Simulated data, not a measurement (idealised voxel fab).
voxel released beams: a process module
Cross-section cut: width 165 nm, square cells of 5 nm.
How to read a cross-section here: the picture is a grid of square cells, written as bands going from the top down, and any band can span one or more rows of cells.
Within each band entry, the heights of the top and of the bottom of the band appear first, in that order and in nm; the materials of the band then follow from left to right, each with its corresponding width in nm. The designation "edge to edge" on a single material indicates that it fills the band from edge to edge; the designation "empty" indicates empty space.
Beneath 0, the wafer as received is one material, and that level is where height counting begins. The lowest band goes on downward without a bottom; it is written like "0 and below".
Read "30 to 40" as a graded width: first number on top, second number at the bottom, same change between each pair of neighbouring rows.
"nothing different" -> step changed no cross-section cell.
Entry "Sealed void list" = empty spaces >= 8 cells with no open way to the top; each as width x height at distance, distance from left edge, all nm.
Post-settings text on a step line: simulator's own remark regarding the step.
When a step includes a mask, the "overlay nm" setting on its line states how far to the right of its planned place that mask lay, and negative values state how far to the left.
Process steps foreseen in the plan
- 1: RECEIVE with material Si
- 2: CONFORMAL_DEP with material SiN, thk nm 10
- 3: DIRECTIONAL_DEP with material SiO2, thk nm 15
- 4: PATTERN with tone open, mask id ANCHOR, material resist, width nm 40, thk nm 15, overlay nm 0
- 5: DIRECTIONAL_ETCH with etch materials SiO2, depth nm 15
- 6: STRIP with etch materials resist
- 7: CONFORMAL_DEP with material W, thk nm 15
- 8: DIRECTIONAL_DEP with material aC, thk nm 10
- 9: PATTERN with tone cover, mask id BEAM, material resist, width nm 110, thk nm 30, overlay nm 0
- 10: DIRECTIONAL_ETCH with etch materials aC, depth nm 10
- 11: STRIP with etch materials resist
- 12: DIRECTIONAL_ETCH with etch materials W, depth nm 15
- 13: STRIP with etch materials aC
- 14: STRIP with etch materials SiO2
Received-state cross-section, reflecting completion of step 1
    0 and below: Si edge to edge
    Sealed void list: none
First wafer of two, sectioned at end of module; run went per plan
    40 down to 25: empty 25 nm  W 20 nm  empty 10 nm  W 80 nm  empty 30 nm
    25 down to 10: empty 30 nm  W 40 nm  empty 95 nm
    10 down to 0: SiN edge to edge
    0 and below: Si edge to edge
    Sealed void list: none
Second wafer cross-section at end of module - shared start and plan with the first, one mistake in the run
    35 down to 25: W 45 nm  empty 10 nm  W 110 nm
    25 down to 20: SiO2 30 nm  W 15 nm  empty 10 nm  W 15 nm  SiO2 95 nm
    20 down to 10: SiO2 30 nm  W 40 nm  SiO2 95 nm
    10 down to 0: SiN edge to edge
    0 and below: Si edge to edge
    Sealed void list: none
What was done differently from what was planned? step 8 changed vs plan, executed as DIRECTIONAL_DEP with material W, thk nm 10
Counted in cells at the end, the second wafer holds more or fewer of these materials than the first: 75 more of SiO2
